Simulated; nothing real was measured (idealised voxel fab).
process module | voxel gate over fins
cross-section cut | 155 nm wide | cells 5 nm
A cross-section is a grid of square cells, given in bands from the top down. A band is one or more rows of cells.
Each band's line starts with the height of the band's top and of its bottom, in nm. Then come its materials from left to right, each with its width in nm. One material with "throughout" fills the band from edge to edge. "air" is empty space.
Height 0 is the level under which the wafer as received is all one material. The lowest band goes on downwards, as in "0 down".
A width such as "30 to 40" changes by the same amount from each row of cells to the next, from the band's top row to its bottom row.
"no change" after a step means that no cell of the cross-section changed.
closed voids: empty space of 8 cells or more with no open way to the top, each as width x height at its distance from the left edge, in nm
after a step's settings: what the simulator itself notes on the step
overlay nm, on a step with a mask: how far to the right of its planned place the mask lay; to the left if negative
plan
1 op RECEIVE | material Si
2 op CONFORMAL_DEP | material SiN | thk nm 10
3 op MASKED_ETCH | tone cover | mask id FINS | width nm 15 | pitch nm 55 | etch materials SiN | depth nm 10 | overlay nm 0
4 op MASKED_ETCH | tone cover | mask id FINS | width nm 15 | pitch nm 55 | etch materials Si | depth nm 30 | overlay nm 0
5 op FILL_DEP | material SiO2 | thk nm 10
6 op CMP | height nm 10
7 op DIRECTIONAL_DEP | material aC | thk nm 10
8 op PATTERN | tone open | mask id RAIL | material resist | width nm 15 | thk nm 25 | overlay nm 0
9 op DIRECTIONAL_ETCH | etch materials aC | depth nm 10
10 op STRIP | etch materials resist
11 op DIRECTIONAL_ETCH | etch materials SiO2 | depth nm 35
12 op STRIP | etch materials aC
13 op CONFORMAL_DEP | material TiN | thk nm 5
14 op FILL_DEP | material W | thk nm 5
15 op CMP | height nm 10
16 op SELECTIVE_ETCH | etch materials W Ru TiN | depth nm 30
17 op FILL_DEP | material SiO2 | thk nm 5
18 op CMP | height nm 10
19 op SELECTIVE_ETCH | etch materials SiO2 | depth nm 25
20 op STRIP | etch materials SiN
21 op CONFORMAL_DEP | material HfO2 | thk nm 5
22 op CONFORMAL_DEP | material TiN | thk nm 5
23 op FILL_DEP | material W | thk nm 15
24 op CMP | height nm 20
25 op CONFORMAL_DEP | material SiCN | thk nm 10
as received, after step 1
  0 down: Si throughout
  closed voids: none
first wafer at the end, as planned
  30 to 20: SiCN throughout
  20 to 10: W throughout
  10 to 5: W 30 | TiN 35 | W 20 | TiN 35 | W 35
  5 to 0: W 30 | TiN 5 | HfO2 25 | TiN 5 | W 20 | TiN 5 | HfO2 25 | TiN 5 | W 35
  0 to -5: W 30 | TiN 5 | HfO2 5 | Si 15 | HfO2 5 | TiN 5 | W 20 | TiN 5 | HfO2 5 | Si 15 | HfO2 5 | TiN 5 | W 35
  -5 to -10: TiN 35 | HfO2 5 | Si 15 | HfO2 5 | TiN 30 | HfO2 5 | Si 15 | HfO2 5 | TiN 40
  -10 to -15: HfO2 40 | Si 15 | HfO2 40 | Si 15 | HfO2 45
  -15 to -20: SiO2 40 | Si 15 | SiO2 40 | Si 15 | SiO2 45
  -20 to -25: SiO2 40 | Si 15 | SiO2 10 | TiN 15 | SiO2 15 | Si 15 | SiO2 45
  -25 to -30: SiO2 40 | Si 15 | SiO2 40 | Si 15 | SiO2 45
  -30 down: Si throughout
  closed voids: none
second wafer at the end: like start, like plan, one mistake
  30 to 20: SiCN throughout
  20 to 10: W throughout
  10 to 5: W 30 | TiN 35 | W 20 | TiN 35 | W 35
  5 to 0: W 30 | TiN 5 | HfO2 25 | TiN 5 | W 20 | TiN 5 | HfO2 25 | TiN 5 | W 35
  0 to -5: W 30 | TiN 5 | HfO2 5 | Si 15 | HfO2 5 | TiN 5 | W 20 | TiN 5 | HfO2 5 | Si 15 | HfO2 5 | TiN 5 | W 35
  -5 to -10: TiN 35 | HfO2 5 | Si 15 | HfO2 5 | TiN 30 | HfO2 5 | Si 15 | HfO2 5 | TiN 40
  -10 to -15: HfO2 40 | Si 15 | HfO2 40 | Si 15 | HfO2 45
  -15 to -20: SiO2 40 | Si 15 | SiO2 40 | Si 15 | SiO2 45
  -20 to -25: TiN 40 | Si 15 | TiN 10 | SiO2 15 | TiN 15 | Si 15 | TiN 45
  -25 to -30: SiO2 40 | Si 15 | SiO2 40 | Si 15 | SiO2 45
  -30 down: Si throughout
  closed voids: none
what went wrong: step 8 ran as: op PATTERN | tone cover | mask id RAIL | material resist | width nm 15 | thk nm 25 | overlay nm 0
at the end the second wafer has, in cells: 19 fewer of SiO2 | 19 more of TiN
